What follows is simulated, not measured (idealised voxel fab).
Title: Process Module voxel air gaps
Square cells of 5 nm make up the cross-section cut, whose width is 175 nm.
If you're reading a cross-section in this doc, picture square cells in a grid; it comes to you as bands, top ones listed first down to the bottom, and a band can be one or more rows of cells. Per band: top height and bottom height in nm, followed by the left-to-right materials and their widths in nm; "throughout" marks a single material spanning edge to edge, "air" marks empty space. We count height from 0. Below that, the starting wafer is all one material. The lowest band never ends at the bottom but goes on down; see "0 down" for how that is written. Think of "30 to 40" as a width that walks from the first number to the second as you go down the band, top row to bottom row, taking equal-sized steps from row to row. Given "everything unchanged" for a step, no cell of the cross-section differs between before and after that step. This entry, "Closed void roster", enumerates those empty regions of no fewer than 8 cells that possess no open connection to the top. Each region is reported in the form width x height at distance, the distance being taken from the left edge, with all three quantities expressed in nm. If you see something after the settings on a step's line, that's the simulator's own remark about that step. overlay nm: mask offset rightward from planned place, masked step; negative means leftward offset. For the reader: what remains of this document is a series of pairs, each showing a cross-section before one process step and a cross-section after that step which reaches down only to the lowest band that changed, with the step between them and its settings set out under the pair. It should not be assumed that a pair continues from the pair above it; the pairs can come from different runs of this module on the same starting wafer, and such continuity exists only where the entry headed "Pre-step geometry" says so.
# Pre-step geometry
> 0 down: Si throughout
> Closed void roster: none
# State After Step
> 15 to 0: SiO2 throughout
> Beneath the level 0, the cross-section is identical to its previous state.
> Closed void roster: none
Process step bridging the above cross-sections: CONFORMAL_DEP with material SiO2, thk nm 15
Pre-step geometry: This step starts from the configuration shown after the step in the pair immediately above.
# State After Step
> 20 to 15: SiN throughout
> Beneath the level 15, the cross-section is identical to its previous state.
> Closed void roster: none
Process step bridging the above cross-sections: CONFORMAL_DEP with material SiN, thk nm 5
Pre-step geometry: This step starts from the configuration shown after the step in the pair immediately above.
# State After Step
> 60 to 20: SiO2 throughout
> Beneath the level 20, the cross-section is identical to its previous state.
> Closed void roster: none
Process step bridging the above cross-sections: DIRECTIONAL_DEP with material SiO2, thk nm 40
Pre-step geometry: This step starts from the configuration shown after the step in the pair immediately above.
# State After Step
> 60 to 20: SiO2 25 nm, air 25 nm, SiO2 25 nm, air 25 nm, SiO2 25 nm, air 25 nm, SiO2 25 nm
> Beneath the level 20, the cross-section is identical to its previous state.
> Closed void roster: none
Process step bridging the above cross-sections: MASKED_ETCH with tone open, mask id LINES, width nm 25, pitch nm 50, etch materials SiO2, depth nm 40, overlay nm 0
Pre-step geometry: This step starts from the configuration shown after the step in the pair immediately above.
# State After Step
> 65 to 60: TiN 30 nm, air 15 nm, TiN 35 nm, air 15 nm, TiN 35 nm, air 15 nm, TiN 30 nm
> 60 to 25: SiO2 25 nm, TiN 5 nm, air 15 nm, TiN 5 nm, SiO2 25 nm, TiN 5 nm, air 15 nm, TiN 5 nm, SiO2 25 nm, TiN 5 nm, air 15 nm, TiN 5 nm, SiO2 25 nm
> 25 to 20: SiO2 25 nm, TiN 25 nm, SiO2 25 nm, TiN 25 nm, SiO2 25 nm, TiN 25 nm, SiO2 25 nm
> Beneath the level 20, the cross-section is identical to its previous state.
> Closed void roster: none
Process step bridging the above cross-sections: CONFORMAL_DEP with material TiN, thk nm 5
Pre-step geometry: This step starts from the configuration shown after the step in the pair immediately above.
# State After Step
> 75 to 65: Cu throughout
> 65 to 60: TiN 30 nm, Cu 15 nm, TiN 35 nm, Cu 15 nm, TiN 35 nm, Cu 15 nm, TiN 30 nm
> 60 to 25: SiO2 25 nm, TiN 5 nm, Cu 15 nm, TiN 5 nm, SiO2 25 nm, TiN 5 nm, Cu 15 nm, TiN 5 nm, SiO2 25 nm, TiN 5 nm, Cu 15 nm, TiN 5 nm, SiO2 25 nm
> Beneath the level 25, the cross-section is identical to its previous state.
> Closed void roster: none
Process step bridging the above cross-sections: FILL_DEP with material Cu, thk nm 10
Pre-step geometry: This step starts from the configuration shown after the step in the pair immediately above.
# State After Step
> 60 to 25: SiO2 25 nm, TiN 5 nm, Cu 15 nm, TiN 5 nm, SiO2 25 nm, TiN 5 nm, Cu 15 nm, TiN 5 nm, SiO2 25 nm, TiN 5 nm, Cu 15 nm, TiN 5 nm, SiO2 25 nm
> Beneath the level 25, the cross-section is identical to its previous state.
> Closed void roster: none
Process step bridging the above cross-sections: CMP with height nm 60
Pre-step geometry: This step starts from the configuration shown after the step in the pair immediately above.
# State After Step
> 70 to 60: air 15 nm, Ru 45 nm, air 5 nm, Ru 45 nm, air 5 nm, Ru 45 nm, air 15 nm
> Beneath the level 60, the cross-section is identical to its previous state.
> Closed void roster: none
Process step bridging the above cross-sections: EPI with material Ru, thk nm 10
Pre-step geometry: This step starts from the configuration shown after the step in the pair immediately above.
# State After Step
> 70 to 60: air 15 nm, Ru 45 nm, air 5 nm, Ru 45 nm, air 5 nm, Ru 45 nm, air 15 nm
> 60 to 25: air 25 nm, TiN 5 nm, Cu 15 nm, TiN 5 nm, air 25 nm, TiN 5 nm, Cu 15 nm, TiN 5 nm, air 25 nm, TiN 5 nm, Cu 15 nm, TiN 5 nm, air 25 nm
> 25 to 20: air 25 nm, TiN 25 nm, air 25 nm, TiN 25 nm, air 25 nm, TiN 25 nm, air 25 nm
> Beneath the level 20, the cross-section is identical to its previous state.
> Closed void roster: none
Process step bridging the above cross-sections: SELECTIVE_ETCH with etch materials SiO2, depth nm 50
Pre-step geometry: This step starts from the configuration shown after the step in the pair immediately above.
# State After Step
> 75 to 70: air 10 nm, SiCN 155 nm, air 10 nm
> 70 to 60: air 10 nm, SiCN 5 nm, Ru 45 nm, SiCN 5 nm, Ru 45 nm, SiCN 5 nm, Ru 45 nm, SiCN 5 nm, air 10 nm
> 60 to 55: air 10 nm, SiCN 15 nm, TiN 5 nm, Cu 15 nm, TiN 5 nm, SiCN 25 nm, TiN 5 nm, Cu 15 nm, TiN 5 nm, SiCN 25 nm, TiN 5 nm, Cu 15 nm, TiN 5 nm, SiCN 15 nm, air 10 nm
> 55 to 25: air 20 nm, SiCN 5 nm, TiN 5 nm, Cu 15 nm, TiN 5 nm, SiCN 5 nm, air 15 nm, SiCN 5 nm, TiN 5 nm, Cu 15 nm, TiN 5 nm, SiCN 5 nm, air 15 nm, SiCN 5 nm, TiN 5 nm, Cu 15 nm, TiN 5 nm, SiCN 5 nm, air 20 nm
> 25 to 20: SiCN 25 nm, TiN 25 nm, SiCN 25 nm, TiN 25 nm, SiCN 25 nm, TiN 25 nm, SiCN 25 nm
> Beneath the level 20, the cross-section is identical to its previous state.
> Closed void roster: 15 x 30 at 55; 15 x 30 at 105
Process step bridging the above cross-sections: CONFORMAL_DEP with material SiCN, thk nm 5
# Pre-step geometry
> 15 to 0: SiO2 throughout
> 0 down: Si throughout
> Closed void roster: none
# State After Step
> 30 to 0: SiO2 throughout
> Beneath the level 0, the cross-section is identical to its previous state.
> Closed void roster: none
Process step bridging the above cross-sections: CONFORMAL_DEP with material SiO2, thk nm 15
Pre-step geometry: This step starts from the configuration shown after the step in the pair immediately above.
# State After Step
> 35 to 30: SiN throughout
> Beneath the level 30, the cross-section is identical to its previous state.
> Closed void roster: none
Process step bridging the above cross-sections: CONFORMAL_DEP with material SiN, thk nm 5
Pre-step geometry: This step starts from the configuration shown after the step in the pair immediately above.
# State After Step
> 75 to 35: SiO2 throughout
> Beneath the level 35, the cross-section is identical to its previous state.
> Closed void roster: none
Process step bridging the above cross-sections: DIRECTIONAL_DEP with material SiO2, thk nm 40
Pre-step geometry: This step starts from the configuration shown after the step in the pair immediately above.
# State After Step
> 75 to 35: SiO2 25 nm, air 25 nm, SiO2 25 nm, air 25 nm, SiO2 25 nm, air 25 nm, SiO2 25 nm
> Beneath the level 35, the cross-section is identical to its previous state.
> Closed void roster: none
Process step bridging the above cross-sections: MASKED_ETCH with tone open, mask id LINES, width nm 25, pitch nm 50, etch materials SiO2, depth nm 40, overlay nm 0
Pre-step geometry: This step starts from the configuration shown after the step in the pair immediately above.
# State After Step
> 80 to 75: TiN 30 nm, air 15 nm, TiN 35 nm, air 15 nm, TiN 35 nm, air 15 nm, TiN 30 nm
> 75 to 40: SiO2 25 nm, TiN 5 nm, air 15 nm, TiN 5 nm, SiO2 25 nm, TiN 5 nm, air 15 nm, TiN 5 nm, SiO2 25 nm, TiN 5 nm, air 15 nm, TiN 5 nm, SiO2 25 nm
> 40 to 35: SiO2 25 nm, TiN 25 nm, SiO2 25 nm, TiN 25 nm, SiO2 25 nm, TiN 25 nm, SiO2 25 nm
> Beneath the level 35, the cross-section is identical to its previous state.
> Closed void roster: none
Process step bridging the above cross-sections: CONFORMAL_DEP with material TiN, thk nm 5
Pre-step geometry: This step starts from the configuration shown after the step in the pair immediately above.
# State After Step
> 90 to 80: Cu throughout
> 80 to 75: TiN 30 nm, Cu 15 nm, TiN 35 nm, Cu 15 nm, TiN 35 nm, Cu 15 nm, TiN 30 nm
> 75 to 40: SiO2 25 nm, TiN 5 nm, Cu 15 nm, TiN 5 nm, SiO2 25 nm, TiN 5 nm, Cu 15 nm, TiN 5 nm, SiO2 25 nm, TiN 5 nm, Cu 15 nm, TiN 5 nm, SiO2 25 nm
> Beneath the level 40, the cross-section is identical to its previous state.
> Closed void roster: none
Process step bridging the above cross-sections: FILL_DEP with material Cu, thk nm 10
Pre-step geometry: This step starts from the configuration shown after the step in the pair immediately above.
# State After Step
> 60 to 40: SiO2 25 nm, TiN 5 nm, Cu 15 nm, TiN 5 nm, SiO2 25 nm, TiN 5 nm, Cu 15 nm, TiN 5 nm, SiO2 25 nm, TiN 5 nm, Cu 15 nm, TiN 5 nm, SiO2 25 nm
> Beneath the level 40, the cross-section is identical to its previous state.
> Closed void roster: none
Process step bridging the above cross-sections: CMP with height nm 60
Pre-step geometry: This step starts from the configuration shown after the step in the pair immediately above.
# State After Step
> 70 to 60: air 15 nm, Ru 45 nm, air 5 nm, Ru 45 nm, air 5 nm, Ru 45 nm, air 15 nm
> Beneath the level 60, the cross-section is identical to its previous state.
> Closed void roster: none
Process step bridging the above cross-sections: EPI with material Ru, thk nm 10
Pre-step geometry: This step starts from the configuration shown after the step in the pair immediately above.
# State After Step
> 70 to 60: air 15 nm, Ru 45 nm, air 5 nm, Ru 45 nm, air 5 nm, Ru 45 nm, air 15 nm
> 60 to 40: air 25 nm, TiN 5 nm, Cu 15 nm, TiN 5 nm, air 25 nm, TiN 5 nm, Cu 15 nm, TiN 5 nm, air 25 nm, TiN 5 nm, Cu 15 nm, TiN 5 nm, air 25 nm
> 40 to 35: air 25 nm, TiN 25 nm, air 25 nm, TiN 25 nm, air 25 nm, TiN 25 nm, air 25 nm
> Beneath the level 35, the cross-section is identical to its previous state.
> Closed void roster: none
Process step bridging the above cross-sections: SELECTIVE_ETCH with etch materials SiO2, depth nm 50
Pre-step geometry: This step starts from the configuration shown after the step in the pair immediately above.
# State After Step
> 75 to 70: air 10 nm, SiCN 155 nm, air 10 nm
> 70 to 60: air 10 nm, SiCN 5 nm, Ru 45 nm, SiCN 5 nm, Ru 45 nm, SiCN 5 nm, Ru 45 nm, SiCN 5 nm, air 10 nm
> 60 to 55: air 10 nm, SiCN 15 nm, TiN 5 nm, Cu 15 nm, TiN 5 nm, SiCN 25 nm, TiN 5 nm, Cu 15 nm, TiN 5 nm, SiCN 25 nm, TiN 5 nm, Cu 15 nm, TiN 5 nm, SiCN 15 nm, air 10 nm
> 55 to 40: air 20 nm, SiCN 5 nm, TiN 5 nm, Cu 15 nm, TiN 5 nm, SiCN 5 nm, air 15 nm, SiCN 5 nm, TiN 5 nm, Cu 15 nm, TiN 5 nm, SiCN 5 nm, air 15 nm, SiCN 5 nm, TiN 5 nm, Cu 15 nm, TiN 5 nm, SiCN 5 nm, air 20 nm
> 40 to 35: SiCN 25 nm, TiN 25 nm, SiCN 25 nm, TiN 25 nm, SiCN 25 nm, TiN 25 nm, SiCN 25 nm
> Beneath the level 35, the cross-section is identical to its previous state.
> Closed void roster: 15 x 15 at 55; 15 x 15 at 105
Process step bridging the above cross-sections: CONFORMAL_DEP with material SiCN, thk nm 5
# Pre-step geometry
> 0 down: Si throughout
> Closed void roster: none
# State After Step
> 5 to 0: SiN throughout
> Beneath the level 0, the cross-section is identical to its previous state.
> Closed void roster: none
Process step bridging the above cross-sections: CONFORMAL_DEP with material SiN, thk nm 5
Pre-step geometry: This step starts from the configuration shown after the step in the pair immediately above.
# State After Step
> 20 to 5: SiO2 throughout
> Beneath the level 5, the cross-section is identical to its previous state.
> Closed void roster: none
Process step bridging the above cross-sections: CONFORMAL_DEP with material SiO2, thk nm 15
Pre-step geometry: This step starts from the configuration shown after the step in the pair immediately above.
# State After Step
> 60 to 5: SiO2 throughout
> Beneath the level 5, the cross-section is identical to its previous state.
> Closed void roster: none
Process step bridging the above cross-sections: DIRECTIONAL_DEP with material SiO2, thk nm 40
Pre-step geometry: This step starts from the configuration shown after the step in the pair immediately above.
# State After Step
> 60 to 20: SiO2 25 nm, air 25 nm, SiO2 25 nm, air 25 nm, SiO2 25 nm, air 25 nm, SiO2 25 nm
> Beneath the level 20, the cross-section is identical to its previous state.
> Closed void roster: none
Process step bridging the above cross-sections: MASKED_ETCH with tone open, mask id LINES, width nm 25, pitch nm 50, etch materials SiO2, depth nm 40, overlay nm 0
Pre-step geometry: This step starts from the configuration shown after the step in the pair immediately above.
# State After Step
> 65 to 60: TiN 30 nm, air 15 nm, TiN 35 nm, air 15 nm, TiN 35 nm, air 15 nm, TiN 30 nm
> 60 to 25: SiO2 25 nm, TiN 5 nm, air 15 nm, TiN 5 nm, SiO2 25 nm, TiN 5 nm, air 15 nm, TiN 5 nm, SiO2 25 nm, TiN 5 nm, air 15 nm, TiN 5 nm, SiO2 25 nm
> 25 to 20: SiO2 25 nm, TiN 25 nm, SiO2 25 nm, TiN 25 nm, SiO2 25 nm, TiN 25 nm, SiO2 25 nm
> Beneath the level 20, the cross-section is identical to its previous state.
> Closed void roster: none
Process step bridging the above cross-sections: CONFORMAL_DEP with material TiN, thk nm 5
Pre-step geometry: This step starts from the configuration shown after the step in the pair immediately above.
# State After Step
> 75 to 65: Cu throughout
> 65 to 60: TiN 30 nm, Cu 15 nm, TiN 35 nm, Cu 15 nm, TiN 35 nm, Cu 15 nm, TiN 30 nm
> 60 to 25: SiO2 25 nm, TiN 5 nm, Cu 15 nm, TiN 5 nm, SiO2 25 nm, TiN 5 nm, Cu 15 nm, TiN 5 nm, SiO2 25 nm, TiN 5 nm, Cu 15 nm, TiN 5 nm, SiO2 25 nm
> Beneath the level 25, the cross-section is identical to its previous state.
> Closed void roster: none
Process step bridging the above cross-sections: FILL_DEP with material Cu, thk nm 10
Pre-step geometry: This step starts from the configuration shown after the step in the pair immediately above.
# State After Step
> 60 to 25: SiO2 25 nm, TiN 5 nm, Cu 15 nm, TiN 5 nm, SiO2 25 nm, TiN 5 nm, Cu 15 nm, TiN 5 nm, SiO2 25 nm, TiN 5 nm, Cu 15 nm, TiN 5 nm, SiO2 25 nm
> Beneath the level 25, the cross-section is identical to its previous state.
> Closed void roster: none
Process step bridging the above cross-sections: CMP with height nm 60
Pre-step geometry: This step starts from the configuration shown after the step in the pair immediately above.
# State After Step
> 70 to 60: air 15 nm, Ru 45 nm, air 5 nm, Ru 45 nm, air 5 nm, Ru 45 nm, air 15 nm
> Beneath the level 60, the cross-section is identical to its previous state.
> Closed void roster: none
Process step bridging the above cross-sections: EPI with material Ru, thk nm 10
Pre-step geometry: This step starts from the configuration shown after the step in the pair immediately above.
# State After Step
> 70 to 60: air 15 nm, Ru 45 nm, air 5 nm, Ru 45 nm, air 5 nm, Ru 45 nm, air 15 nm
> 60 to 25: air 25 nm, TiN 5 nm, Cu 15 nm, TiN 5 nm, air 25 nm, TiN 5 nm, Cu 15 nm, TiN 5 nm, air 25 nm, TiN 5 nm, Cu 15 nm, TiN 5 nm, air 25 nm
> 25 to 20: air 25 nm, TiN 25 nm, air 25 nm, TiN 25 nm, air 25 nm, TiN 25 nm, air 25 nm
> 20 to 10: air 35 nm, SiO2 5 nm, air 45 nm, SiO2 5 nm, air 45 nm, SiO2 5 nm, air 35 nm
> Beneath the level 10, the cross-section is identical to its previous state.
> Closed void roster: none
Process step bridging the above cross-sections: SELECTIVE_ETCH with etch materials SiO2, depth nm 50
Pre-step geometry: This step starts from the configuration shown after the step in the pair immediately above.
# State After Step
> 75 to 70: air 10 nm, SiCN 155 nm, air 10 nm
> 70 to 60: air 10 nm, SiCN 5 nm, Ru 45 nm, SiCN 5 nm, Ru 45 nm, SiCN 5 nm, Ru 45 nm, SiCN 5 nm, air 10 nm
> 60 to 55: air 10 nm, SiCN 15 nm, TiN 5 nm, Cu 15 nm, TiN 5 nm, SiCN 25 nm, TiN 5 nm, Cu 15 nm, TiN 5 nm, SiCN 25 nm, TiN 5 nm, Cu 15 nm, TiN 5 nm, SiCN 15 nm, air 10 nm
> 55 to 25: air 20 nm, SiCN 5 nm, TiN 5 nm, Cu 15 nm, TiN 5 nm, SiCN 5 nm, air 15 nm, SiCN 5 nm, TiN 5 nm, Cu 15 nm, TiN 5 nm, SiCN 5 nm, air 15 nm, SiCN 5 nm, TiN 5 nm, Cu 15 nm, TiN 5 nm, SiCN 5 nm, air 20 nm
> 25 to 20: air 20 nm, SiCN 5 nm, TiN 25 nm, SiCN 5 nm, air 15 nm, SiCN 5 nm, TiN 25 nm, SiCN 5 nm, air 15 nm, SiCN 5 nm, TiN 25 nm, SiCN 5 nm, air 20 nm
> 20 to 15: air 20 nm, SiCN 15 nm, SiO2 5 nm, SiCN 15 nm, air 15 nm, SiCN 15 nm, SiO2 5 nm, SiCN 15 nm, air 15 nm, SiCN 15 nm, SiO2 5 nm, SiCN 15 nm, air 20 nm
> 15 to 10: SiCN 35 nm, SiO2 5 nm, SiCN 45 nm, SiO2 5 nm, SiCN 45 nm, SiO2 5 nm, SiCN 35 nm
> Beneath the level 10, the cross-section is identical to its previous state.
> Closed void roster: 15 x 40 at 55; 15 x 40 at 105
Process step bridging the above cross-sections: CONFORMAL_DEP with material SiCN, thk nm 5
# Pre-step geometry
> 75 to 65: Cu throughout
> 65 to 60: TiN 30 nm, Cu 15 nm, TiN 35 nm, Cu 15 nm, TiN 35 nm, Cu 15 nm, TiN 30 nm
> 60 to 25: SiO2 25 nm, TiN 5 nm, Cu 15 nm, TiN 5 nm, SiO2 25 nm, TiN 5 nm, Cu 15 nm, TiN 5 nm, SiO2 25 nm, TiN 5 nm, Cu 15 nm, TiN 5 nm, SiO2 25 nm
> 25 to 20: SiO2 25 nm, TiN 25 nm, SiO2 25 nm, TiN 25 nm, SiO2 25 nm, TiN 25 nm, SiO2 25 nm
> 20 to 15: SiN throughout
> 15 to 0: SiO2 throughout
> 0 down: Si throughout
> Closed void roster: none
# State After Step
> 55 to 25: SiO2 25 nm, TiN 5 nm, Cu 15 nm, TiN 5 nm, SiO2 25 nm, TiN 5 nm, Cu 15 nm, TiN 5 nm, SiO2 25 nm, TiN 5 nm, Cu 15 nm, TiN 5 nm, SiO2 25 nm
> Beneath the level 25, the cross-section is identical to its previous state.
> Closed void roster: none
Process step bridging the above cross-sections: CMP with height nm 55
Pre-step geometry: This step starts from the configuration shown after the step in the pair immediately above.
# State After Step
> 65 to 55: air 15 nm, Ru 45 nm, air 5 nm, Ru 45 nm, air 5 nm, Ru 45 nm, air 15 nm
> Beneath the level 55, the cross-section is identical to its previous state.
> Closed void roster: none
Process step bridging the above cross-sections: EPI with material Ru, thk nm 10
Pre-step geometry: This step starts from the configuration shown after the step in the pair immediately above.
# State After Step
> 65 to 55: air 15 nm, Ru 45 nm, air 5 nm, Ru 45 nm, air 5 nm, Ru 45 nm, air 15 nm
> 55 to 25: air 25 nm, TiN 5 nm, Cu 15 nm, TiN 5 nm, air 25 nm, TiN 5 nm, Cu 15 nm, TiN 5 nm, air 25 nm, TiN 5 nm, Cu 15 nm, TiN 5 nm, air 25 nm
> 25 to 20: air 25 nm, TiN 25 nm, air 25 nm, TiN 25 nm, air 25 nm, TiN 25 nm, air 25 nm
> Beneath the level 20, the cross-section is identical to its previous state.
> Closed void roster: none
Process step bridging the above cross-sections: SELECTIVE_ETCH with etch materials SiO2, depth nm 50
Pre-step geometry: This step starts from the configuration shown after the step in the pair immediately above.
# State After Step
> 70 to 65: air 10 nm, SiCN 155 nm, air 10 nm
> 65 to 55: air 10 nm, SiCN 5 nm, Ru 45 nm, SiCN 5 nm, Ru 45 nm, SiCN 5 nm, Ru 45 nm, SiCN 5 nm, air 10 nm
> 55 to 50: air 10 nm, SiCN 15 nm, TiN 5 nm, Cu 15 nm, TiN 5 nm, SiCN 25 nm, TiN 5 nm, Cu 15 nm, TiN 5 nm, SiCN 25 nm, TiN 5 nm, Cu 15 nm, TiN 5 nm, SiCN 15 nm, air 10 nm
> 50 to 25: air 20 nm, SiCN 5 nm, TiN 5 nm, Cu 15 nm, TiN 5 nm, SiCN 5 nm, air 15 nm, SiCN 5 nm, TiN 5 nm, Cu 15 nm, TiN 5 nm, SiCN 5 nm, air 15 nm, SiCN 5 nm, TiN 5 nm, Cu 15 nm, TiN 5 nm, SiCN 5 nm, air 20 nm
> 25 to 20: SiCN 25 nm, TiN 25 nm, SiCN 25 nm, TiN 25 nm, SiCN 25 nm, TiN 25 nm, SiCN 25 nm
> Beneath the level 20, the cross-section is identical to its previous state.
> Closed void roster: 15 x 25 at 55; 15 x 25 at 105
Process step bridging the above cross-sections: CONFORMAL_DEP with material SiCN, thk nm 5
# Pre-step geometry
> 60 to 20: SiO2 throughout
> 20 to 15: SiN throughout
> 15 to 0: SiO2 throughout
> 0 down: Si throughout
> Closed void roster: none
# State After Step
> 60 to 20: SiO2 30 nm, air 20 nm, SiO2 30 nm, air 20 nm, SiO2 30 nm, air 20 nm, SiO2 25 nm
> Beneath the level 20, the cross-section is identical to its previous state.
> Closed void roster: none
Process step bridging the above cross-sections: MASKED_ETCH with tone open, mask id LINES, width nm 20, pitch nm 50, etch materials SiO2, depth nm 40, overlay nm 0
Pre-step geometry: This step starts from the configuration shown after the step in the pair immediately above.
# State After Step
> 65 to 60: TiN 35 nm, air 10 nm, TiN 40 nm, air 10 nm, TiN 40 nm, air 10 nm, TiN 30 nm
> 60 to 25: SiO2 30 nm, TiN 5 nm, air 10 nm, TiN 5 nm, SiO2 30 nm, TiN 5 nm, air 10 nm, TiN 5 nm, SiO2 30 nm, TiN 5 nm, air 10 nm, TiN 5 nm, SiO2 25 nm
> 25 to 20: SiO2 30 nm, TiN 20 nm, SiO2 30 nm, TiN 20 nm, SiO2 30 nm, TiN 20 nm, SiO2 25 nm
> Beneath the level 20, the cross-section is identical to its previous state.
> Closed void roster: none
Process step bridging the above cross-sections: CONFORMAL_DEP with material TiN, thk nm 5
Pre-step geometry: This step starts from the configuration shown after the step in the pair immediately above.
# State After Step
> 75 to 65: Cu throughout
> 65 to 60: TiN 35 nm, Cu 10 nm, TiN 40 nm, Cu 10 nm, TiN 40 nm, Cu 10 nm, TiN 30 nm
> 60 to 25: SiO2 30 nm, TiN 5 nm, Cu 10 nm, TiN 5 nm, SiO2 30 nm, TiN 5 nm, Cu 10 nm, TiN 5 nm, SiO2 30 nm, TiN 5 nm, Cu 10 nm, TiN 5 nm, SiO2 25 nm
> Beneath the level 25, the cross-section is identical to its previous state.
> Closed void roster: none
Process step bridging the above cross-sections: FILL_DEP with material Cu, thk nm 10
Pre-step geometry: This step starts from the configuration shown after the step in the pair immediately above.
# State After Step
> 60 to 25: SiO2 30 nm, TiN 5 nm, Cu 10 nm, TiN 5 nm, SiO2 30 nm, TiN 5 nm, Cu 10 nm, TiN 5 nm, SiO2 30 nm, TiN 5 nm, Cu 10 nm, TiN 5 nm, SiO2 25 nm
> Beneath the level 25, the cross-section is identical to its previous state.
> Closed void roster: none
Process step bridging the above cross-sections: CMP with height nm 60
Pre-step geometry: This step starts from the configuration shown after the step in the pair immediately above.
# State After Step
> 70 to 60: air 20 nm, Ru 40 nm, air 10 nm, Ru 40 nm, air 10 nm, Ru 40 nm, air 15 nm
> Beneath the level 60, the cross-section is identical to its previous state.
> Closed void roster: none
Process step bridging the above cross-sections: EPI with material Ru, thk nm 10
Pre-step geometry: This step starts from the configuration shown after the step in the pair immediately above.
# State After Step
> 70 to 60: air 20 nm, Ru 40 nm, air 10 nm, Ru 40 nm, air 10 nm, Ru 40 nm, air 15 nm
> 60 to 25: air 30 nm, TiN 5 nm, Cu 10 nm, TiN 5 nm, air 30 nm, TiN 5 nm, Cu 10 nm, TiN 5 nm, air 30 nm, TiN 5 nm, Cu 10 nm, TiN 5 nm, air 25 nm
> 25 to 20: air 30 nm, TiN 20 nm, air 30 nm, TiN 20 nm, air 30 nm, TiN 20 nm, air 25 nm
> Beneath the level 20, the cross-section is identical to its previous state.
> Closed void roster: none
Process step bridging the above cross-sections: SELECTIVE_ETCH with etch materials SiO2, depth nm 50
Pre-step geometry: This step starts from the configuration shown after the step in the pair immediately above.
# State After Step
> 75 to 70: air 15 nm, SiCN 150 nm, air 10 nm
> 70 to 60: air 15 nm, SiCN 5 nm, Ru 40 nm, SiCN 10 nm, Ru 40 nm, SiCN 10 nm, Ru 40 nm, SiCN 5 nm, air 10 nm
> 60 to 55: air 15 nm, SiCN 15 nm, TiN 5 nm, Cu 10 nm, TiN 5 nm, SiCN 30 nm, TiN 5 nm, Cu 10 nm, TiN 5 nm, SiCN 30 nm, TiN 5 nm, Cu 10 nm, TiN 5 nm, SiCN 15 nm, air 10 nm
> 55 to 25: air 25 nm, SiCN 5 nm, TiN 5 nm, Cu 10 nm, TiN 5 nm, SiCN 5 nm, air 20 nm, SiCN 5 nm, TiN 5 nm, Cu 10 nm, TiN 5 nm, SiCN 5 nm, air 20 nm, SiCN 5 nm, TiN 5 nm, Cu 10 nm, TiN 5 nm, SiCN 5 nm, air 20 nm
> 25 to 20: SiCN 30 nm, TiN 20 nm, SiCN 30 nm, TiN 20 nm, SiCN 30 nm, TiN 20 nm, SiCN 25 nm
> Beneath the level 20, the cross-section is identical to its previous state.
> Closed void roster: 20 x 30 at 55; 20 x 30 at 105
Process step bridging the above cross-sections: CONFORMAL_DEP with material SiCN, thk nm 5
# Pre-step geometry
> 60 to 20: SiO2 throughout
> 20 to 15: SiN throughout
> 15 to 0: SiO2 throughout
> 0 down: Si throughout
> Closed void roster: none
# State After Step
> 60 to 20: SiO2 15 nm, air 25 nm, SiO2 25 nm, air 25 nm, SiO2 25 nm, air 25 nm, SiO2 35 nm
> Beneath the level 20, the cross-section is identical to its previous state.
> Closed void roster: none
Process step bridging the above cross-sections: MASKED_ETCH with tone open, mask id LINES, width nm 25, pitch nm 50, etch materials SiO2, depth nm 40, overlay nm -10
Pre-step geometry: This step starts from the configuration shown after the step in the pair immediately above.
# State After Step
> 65 to 60: TiN 20 nm, air 15 nm, TiN 35 nm, air 15 nm, TiN 35 nm, air 15 nm, TiN 40 nm
> 60 to 25: SiO2 15 nm, TiN 5 nm, air 15 nm, TiN 5 nm, SiO2 25 nm, TiN 5 nm, air 15 nm, TiN 5 nm, SiO2 25 nm, TiN 5 nm, air 15 nm, TiN 5 nm, SiO2 35 nm
> 25 to 20: SiO2 15 nm, TiN 25 nm, SiO2 25 nm, TiN 25 nm, SiO2 25 nm, TiN 25 nm, SiO2 35 nm
> Beneath the level 20, the cross-section is identical to its previous state.
> Closed void roster: none
Process step bridging the above cross-sections: CONFORMAL_DEP with material TiN, thk nm 5
Pre-step geometry: This step starts from the configuration shown after the step in the pair immediately above.
# State After Step
> 75 to 65: Cu throughout
> 65 to 60: TiN 20 nm, Cu 15 nm, TiN 35 nm, Cu 15 nm, TiN 35 nm, Cu 15 nm, TiN 40 nm
> 60 to 25: SiO2 15 nm, TiN 5 nm, Cu 15 nm, TiN 5 nm, SiO2 25 nm, TiN 5 nm, Cu 15 nm, TiN 5 nm, SiO2 25 nm, TiN 5 nm, Cu 15 nm, TiN 5 nm, SiO2 35 nm
> Beneath the level 25, the cross-section is identical to its previous state.
> Closed void roster: none
Process step bridging the above cross-sections: FILL_DEP with material Cu, thk nm 10
Pre-step geometry: This step starts from the configuration shown after the step in the pair immediately above.
# State After Step
> 60 to 25: SiO2 15 nm, TiN 5 nm, Cu 15 nm, TiN 5 nm, SiO2 25 nm, TiN 5 nm, Cu 15 nm, TiN 5 nm, SiO2 25 nm, TiN 5 nm, Cu 15 nm, TiN 5 nm, SiO2 35 nm
> Beneath the level 25, the cross-section is identical to its previous state.
> Closed void roster: none
Process step bridging the above cross-sections: CMP with height nm 60
Pre-step geometry: This step starts from the configuration shown after the step in the pair immediately above.
# State After Step
> 70 to 60: air 5 nm, Ru 45 nm, air 5 nm, Ru 45 nm, air 5 nm, Ru 45 nm, air 25 nm
> Beneath the level 60, the cross-section is identical to its previous state.
> Closed void roster: none
Process step bridging the above cross-sections: EPI with material Ru, thk nm 10
Pre-step geometry: This step starts from the configuration shown after the step in the pair immediately above.
# State After Step
> 70 to 60: air 5 nm, Ru 45 nm, air 5 nm, Ru 45 nm, air 5 nm, Ru 45 nm, air 25 nm
> 60 to 25: air 15 nm, TiN 5 nm, Cu 15 nm, TiN 5 nm, air 25 nm, TiN 5 nm, Cu 15 nm, TiN 5 nm, air 25 nm, TiN 5 nm, Cu 15 nm, TiN 5 nm, air 35 nm
> 25 to 20: air 15 nm, TiN 25 nm, air 25 nm, TiN 25 nm, air 25 nm, TiN 25 nm, air 35 nm
> Beneath the level 20, the cross-section is identical to its previous state.
> Closed void roster: none
Process step bridging the above cross-sections: SELECTIVE_ETCH with etch materials SiO2, depth nm 50
